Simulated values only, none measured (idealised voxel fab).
Documented hereafter: the process module known as voxel self aligned contacts.
In the cross-section labelled cut, the width is 280 nm and each square cell is 5 nm.
Cross-section, as written here: a square-cell grid given band by band from the top down, where a band holds one or more rows of cells.
For a band, the entry starts with two heights in nm, that of the top and then that of the bottom, and carries on with the band's materials in order from left to right, each alongside its width in nm; the word "all across" beside a single material means it fills the band edge to edge, and "blank" means empty space.
Heights are measured from 0, the level below which the as-received wafer is all one material; the lowest band has no bottom and continues downward, written as in "0 -> down".
The expression "30..40" gives the width at the extremes of the band, the first number at its top row of cells and the second at its bottom row, with the width changing by equal amounts from each row to the next in between.
No cell of the cross-section changed in a step that is given as "no modifications".
If an empty space has no open way to the top and is at least 8 cells in size, "Trapped void list" lists it, written width x height at distance, where distance is measured from the left edge and every value is in nm.
Anything after a step's settings on that line? It's the simulator's own note about the step.
The "overlay nm" setting may appear on a step's line; for a step that uses a mask, it gives how far to the right of its planned position the mask lay, and a negative value indicates the left.

PROCESS STEPS - PLAN
1,RECEIVE with material Si
2,CONFORMAL_DEP with material SiO2, thk nm 5
3,DIRECTIONAL_DEP with material polySi, thk nm 30
4,DIRECTIONAL_DEP with material SiN, thk nm 15
5,DIRECTIONAL_DEP with material aC, thk nm 10
6,PATTERN with tone cover, mask id GATE, material resist, width nm 30, pitch nm 60, thk nm 25, overlay nm 0
7,DIRECTIONAL_ETCH with etch materials aC, depth nm 10
8,STRIP with etch materials resist
9,DIRECTIONAL_ETCH with etch materials SiN, depth nm 15
10,DIRECTIONAL_ETCH with etch materials polySi, depth nm 30
11,STRIP with etch materials aC
12,CONFORMAL_DEP with material SiN, thk nm 5
13,DIRECTIONAL_ETCH with etch materials SiN, depth nm 5
14,FILL_DEP with material SiO2, thk nm 15
15,CMP with height nm 60
16,MASKED_ETCH with tone open, mask id CONTACT, width nm 40, etch materials SiO2, depth nm 60, overlay nm 0
17,CONFORMAL_DEP with material TiN, thk nm 5
18,FILL_DEP with material W, thk nm 10
19,CMP with height nm 60
20,CONFORMAL_DEP with material SiCN, thk nm 5

FIRST OUT OF TWO WAFERS; RUN WENT TO PLAN

WAFER AS RECEIVED: CROSS-SECTION FOLLOWING STEP 1
0 -> down = Si all across
Trapped void list: none

CROSS-SECTION OF THE WAFER AFTER STEP 2
5 -> 0 = SiO2 all across
At heights below 0, the structure remains unaltered.

CROSS-SECTION OF THE WAFER AFTER STEP 3
35 -> 5 = polySi all across
At heights below 5, the structure remains unaltered.

CROSS-SECTION OF THE WAFER AFTER STEP 4
50 -> 35 = SiN all across
At heights below 35, the structure remains unaltered.

CROSS-SECTION OF THE WAFER AFTER STEP 5
60 -> 50 = aC all across
At heights below 50, the structure remains unaltered.

CROSS-SECTION OF THE WAFER AFTER STEP 6
85 -> 60 = blank 95, then resist 30, then blank 30, then resist 30, then blank 95
At heights below 60, the structure remains unaltered.

CROSS-SECTION OF THE WAFER AFTER STEP 7
75 -> 60 = blank 95, then resist 30, then blank 30, then resist 30, then blank 95
60 -> 50 = blank 95, then aC 30, then blank 30, then aC 30, then blank 95
At heights below 50, the structure remains unaltered.

CROSS-SECTION OF THE WAFER AFTER STEP 8
60 -> 50 = blank 95, then aC 30, then blank 30, then aC 30, then blank 95
At heights below 50, the structure remains unaltered.

CROSS-SECTION OF THE WAFER AFTER STEP 9
60 -> 50 = blank 95, then aC 30, then blank 30, then aC 30, then blank 95
50 -> 35 = blank 95, then SiN 30, then blank 30, then SiN 30, then blank 95
At heights below 35, the structure remains unaltered.

CROSS-SECTION OF THE WAFER AFTER STEP 10
60 -> 50 = blank 95, then aC 30, then blank 30, then aC 30, then blank 95
50 -> 35 = blank 95, then SiN 30, then blank 30, then SiN 30, then blank 95
35 -> 5 = blank 95, then polySi 30, then blank 30, then polySi 30, then blank 95
At heights below 5, the structure remains unaltered.

CROSS-SECTION OF THE WAFER AFTER STEP 11
50 -> 35 = blank 95, then SiN 30, then blank 30, then SiN 30, then blank 95
At heights below 35, the structure remains unaltered.

CROSS-SECTION OF THE WAFER AFTER STEP 12
55 -> 35 = blank 90, then SiN 40, then blank 20, then SiN 40, then blank 90
35 -> 10 = blank 90, then SiN 5, then polySi 30, then SiN 5, then blank 20, then SiN 5, then polySi 30, then SiN 5, then blank 90
10 -> 5 = SiN 95, then polySi 30, then SiN 30, then polySi 30, then SiN 95
At heights below 5, the structure remains unaltered.

CROSS-SECTION OF THE WAFER AFTER STEP 13
50 -> 35 = blank 90, then SiN 40, then blank 20, then SiN 40, then blank 90
35 -> 5 = blank 90, then SiN 5, then polySi 30, then SiN 5, then blank 20, then SiN 5, then polySi 30, then SiN 5, then blank 90
At heights below 5, the structure remains unaltered.

CROSS-SECTION OF THE WAFER AFTER STEP 14
65 -> 50 = SiO2 all across
50 -> 35 = SiO2 90, then SiN 40, then SiO2 20, then SiN 40, then SiO2 90
35 -> 5 = SiO2 90, then SiN 5, then polySi 30, then SiN 5, then SiO2 20, then SiN 5, then polySi 30, then SiN 5, then SiO2 90
At heights below 5, the structure remains unaltered.

CROSS-SECTION OF THE WAFER AFTER STEP 15
60 -> 50 = SiO2 all across
At heights below 50, the structure remains unaltered.

CROSS-SECTION OF THE WAFER AFTER STEP 16
60 -> 50 = SiO2 120, then blank 40, then SiO2 120
50 -> 35 = SiO2 90, then SiN 40, then blank 20, then SiN 40, then SiO2 90
35 -> 5 = SiO2 90, then SiN 5, then polySi 30, then SiN 5, then blank 20, then SiN 5, then polySi 30, then SiN 5, then SiO2 90
5 -> 0 = SiO2 130, then blank 20, then SiO2 130
At heights below 0, the structure remains unaltered.

CROSS-SECTION OF THE WAFER AFTER STEP 17
65 -> 60 = TiN 125, then blank 30, then TiN 125
60 -> 50 = SiO2 120, then TiN 5..15, then blank 30..10, then TiN 5..15, then SiO2 120
50 -> 35 = SiO2 90, then SiN 40, then TiN 5, then blank 10, then TiN 5, then SiN 40, then SiO2 90
35 -> 5 = SiO2 90, then SiN 5, then polySi 30, then SiN 5, then TiN 5, then blank 10, then TiN 5, then SiN 5, then polySi 30, then SiN 5, then SiO2 90
5 -> 0 = SiO2 130, then TiN 20, then SiO2 130
At heights below 0, the structure remains unaltered.

CROSS-SECTION OF THE WAFER AFTER STEP 18
75 -> 65 = W all across
65 -> 60 = TiN 125, then W 30, then TiN 125
60 -> 50 = SiO2 120, then TiN 5..15, then W 30..10, then TiN 5..15, then SiO2 120
50 -> 35 = SiO2 90, then SiN 40, then TiN 5, then W 10, then TiN 5, then SiN 40, then SiO2 90
35 -> 5 = SiO2 90, then SiN 5, then polySi 30, then SiN 5, then TiN 5, then W 10, then TiN 5, then SiN 5, then polySi 30, then SiN 5, then SiO2 90
At heights below 5, the structure remains unaltered.

CROSS-SECTION OF THE WAFER AFTER STEP 19
60 -> 50 = SiO2 120, then TiN 5..15, then W 30..10, then TiN 5..15, then SiO2 120
At heights below 50, the structure remains unaltered.

CROSS-SECTION OF THE WAFER AFTER STEP 20
65 -> 60 = SiCN all across
At heights below 60, the structure remains unaltered.

SECOND WAFER (IDENTICAL START AND PLAN, ONE PROCESSING ERROR; MATCHES FIRST WAFER THROUGH STEP 5)

CROSS-SECTION OF THE SECOND WAFER CORRESPONDING TO THE PLANNED CONCLUSION OF STEP 6
85 -> 60 = resist 95, then blank 30, then resist 30, then blank 30, then resist 95
At heights below 60, the structure remains unaltered.

CROSS-SECTION OF THE SECOND WAFER CORRESPONDING TO THE PLANNED CONCLUSION OF STEP 7
75 -> 60 = resist 95, then blank 30, then resist 30, then blank 30, then resist 95
60 -> 50 = aC 95, then blank 30, then aC 30, then blank 30, then aC 95
At heights below 50, the structure remains unaltered.

CROSS-SECTION OF THE SECOND WAFER CORRESPONDING TO THE PLANNED CONCLUSION OF STEP 8
60 -> 50 = aC 95, then blank 30, then aC 30, then blank 30, then aC 95
At heights below 50, the structure remains unaltered.

CROSS-SECTION OF THE SECOND WAFER CORRESPONDING TO THE PLANNED CONCLUSION OF STEP 9
60 -> 50 = aC 95, then blank 30, then aC 30, then blank 30, then aC 95
50 -> 35 = SiN 95, then blank 30, then SiN 30, then blank 30, then SiN 95
At heights below 35, the structure remains unaltered.

CROSS-SECTION OF THE SECOND WAFER CORRESPONDING TO THE PLANNED CONCLUSION OF STEP 10
60 -> 50 = aC 95, then blank 30, then aC 30, then blank 30, then aC 95
50 -> 35 = SiN 95, then blank 30, then SiN 30, then blank 30, then SiN 95
35 -> 5 = polySi 95, then blank 30, then polySi 30, then blank 30, then polySi 95
At heights below 5, the structure remains unaltered.

CROSS-SECTION OF THE SECOND WAFER CORRESPONDING TO THE PLANNED CONCLUSION OF STEP 11
50 -> 35 = SiN 95, then blank 30, then SiN 30, then blank 30, then SiN 95
At heights below 35, the structure remains unaltered.

CROSS-SECTION OF THE SECOND WAFER CORRESPONDING TO THE PLANNED CONCLUSION OF STEP 12
55 -> 35 = SiN 100, then blank 20, then SiN 40, then blank 20, then SiN 100
35 -> 10 = polySi 95, then SiN 5, then blank 20, then SiN 5, then polySi 30, then SiN 5, then blank 20, then SiN 5, then polySi 95
10 -> 5 = polySi 95, then SiN 30, then polySi 30, then SiN 30, then polySi 95
At heights below 5, the structure remains unaltered.

CROSS-SECTION OF THE SECOND WAFER CORRESPONDING TO THE PLANNED CONCLUSION OF STEP 13
50 -> 35 = SiN 100, then blank 20, then SiN 40, then blank 20, then SiN 100
35 -> 5 = polySi 95, then SiN 5, then blank 20, then SiN 5, then polySi 30, then SiN 5, then blank 20, then SiN 5, then polySi 95
At heights below 5, the structure remains unaltered.

CROSS-SECTION OF THE SECOND WAFER CORRESPONDING TO THE PLANNED CONCLUSION OF STEP 14
65 -> 50 = SiO2 all across
50 -> 35 = SiN 100, then SiO2 20, then SiN 40, then SiO2 20, then SiN 100
35 -> 5 = polySi 95, then SiN 5, then SiO2 20, then SiN 5, then polySi 30, then SiN 5, then SiO2 20, then SiN 5, then polySi 95
At heights below 5, the structure remains unaltered.

CROSS-SECTION OF THE SECOND WAFER CORRESPONDING TO THE PLANNED CONCLUSION OF STEP 15
60 -> 50 = SiO2 all across
At heights below 50, the structure remains unaltered.

CROSS-SECTION OF THE SECOND WAFER CORRESPONDING TO THE PLANNED CONCLUSION OF STEP 16
60 -> 50 = SiO2 120, then blank 40, then SiO2 120
At heights below 50, the structure remains unaltered.

CROSS-SECTION OF THE SECOND WAFER CORRESPONDING TO THE PLANNED CONCLUSION OF STEP 17
65 -> 60 = TiN 125, then blank 30, then TiN 125
60 -> 55 = SiO2 120, then TiN 5, then blank 30, then TiN 5, then SiO2 120
55 -> 50 = SiO2 120, then TiN 40, then SiO2 120
At heights below 50, the structure remains unaltered.

CROSS-SECTION OF THE SECOND WAFER CORRESPONDING TO THE PLANNED CONCLUSION OF STEP 18
75 -> 65 = W all across
65 -> 60 = TiN 125, then W 30, then TiN 125
60 -> 55 = SiO2 120, then TiN 5, then W 30, then TiN 5, then SiO2 120
At heights below 55, the structure remains unaltered.

CROSS-SECTION OF THE SECOND WAFER CORRESPONDING TO THE PLANNED CONCLUSION OF STEP 19
60 -> 55 = SiO2 120, then TiN 5, then W 30, then TiN 5, then SiO2 120
At heights below 55, the structure remains unaltered.

CROSS-SECTION OF THE SECOND WAFER CORRESPONDING TO THE PLANNED CONCLUSION OF STEP 20
65 -> 60 = SiCN all across
At heights below 60, the structure remains unaltered.
Which mistake was made when the wafer was run? for step 6, the planned setting was not used; the step was instead run as PATTERN with tone open, mask id GATE, material resist, width nm 30, pitch nm 60, thk nm 25, overlay nm 0
Final tally in cells, some materials are higher or lower on the second wafer than on the first: SiN +96, SiO2 -248, TiN -20, W -20, polySi +192
